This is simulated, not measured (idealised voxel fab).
A process module follows: voxel spacer lines.
The cross-section shown here is cut; it is 200 nm wide and divided into square cells measuring 5 nm on a side.
Cross-section spec: square-cell grid; bands listed top down; each band is one or more rows. What a band's entry tells you: where the top is and where the bottom is, as heights in nm, and after that what lies inside, material by material from left to right, each with its width in nm. Empty space is written as the word "blank", and a single material marked with the word "everywhere" occupies the band from edge to edge. Measure heights from 0. That's the level where, below it, the as-received wafer is all one material. The lowest band is bottomless and extends downward; write it as in "0..down". The notation "30 to 40" denotes a width that varies across the rows of cells in the band, beginning at the first number in the top row, finishing at the second number in the bottom row, and changing by an identical amount from each row to the next. Any step labelled "nothing changed" changed none of the cells in the cross-section. Listed in "Enclosed voids": every empty space of 8 or more cells without an open way to the top. Form: width x height at distance, the distance being from the left edge, all in nm. Read whatever lies past the settings on a step's line as the simulator's own remark about the step. If you see "overlay nm" on a step's line and that step has a mask, it's telling you how far right of where it was planned the mask ended up; a negative number means it went left instead.
[Process steps - plan]
| 1 | RECEIVE with material Si |
| 2 | CONFORMAL_DEP with material Al2O3, thk nm 5 |
| 3 | DIRECTIONAL_DEP with material W, thk nm 15 |
| 4 | DIRECTIONAL_DEP with material polySi, thk nm 25 |
| 5 | PATTERN with tone cover, mask id MANDREL, material resist, width nm 20, pitch nm 70, thk nm 35, overlay nm 0 |
| 6 | DIRECTIONAL_ETCH with etch materials polySi, depth nm 25 |
| 7 | STRIP with etch materials resist |
| 8 | CONFORMAL_DEP with material SiN, thk nm 15 |
| 9 | DIRECTIONAL_ETCH with etch materials SiN, depth nm 15 |
| 10 | STRIP with etch materials polySi |
| 11 | DIRECTIONAL_ETCH with etch materials W, depth nm 15 |
| 12 | STRIP with etch materials SiN |
| 13 | FILL_DEP with material lowk, thk nm 5 |
| 14 | CMP with height nm 20 |
[Cross-section of the wafer upon arrival, representing the state reached after step 1]
- 0..down = Si everywhere
- Enclosed voids: none
[End-of-module cross-section of the first of two wafers, processed as planned]
- 20..5 = lowk 40 nm / W 15 nm / lowk 20 nm / W 15 nm / lowk 20 nm / W 15 nm / lowk 20 nm / W 15 nm / lowk 40 nm
- 5..0 = Al2O3 everywhere
- 0..down = Si everywhere
- Enclosed voids: none
[The second wafer, shown in cross-section after the module: started the same way as the first and given the same plan, yet one mistake crept into how it was run]
- 20..5 = lowk 50 nm / W 15 nm / lowk 20 nm / W 15 nm / lowk 20 nm / W 15 nm / lowk 20 nm / W 15 nm / lowk 30 nm
- 5..0 = Al2O3 everywhere
- 0..down = Si everywhere
- Enclosed voids: none
Processing error: step 5 ran as: PATTERN with tone cover, mask id MANDREL, material resist, width nm 20, pitch nm 70, thk nm 35, overlay nm 10
Tallied in cells, the final second wafer holds each material in the same quantity as the first, although not at the same places.
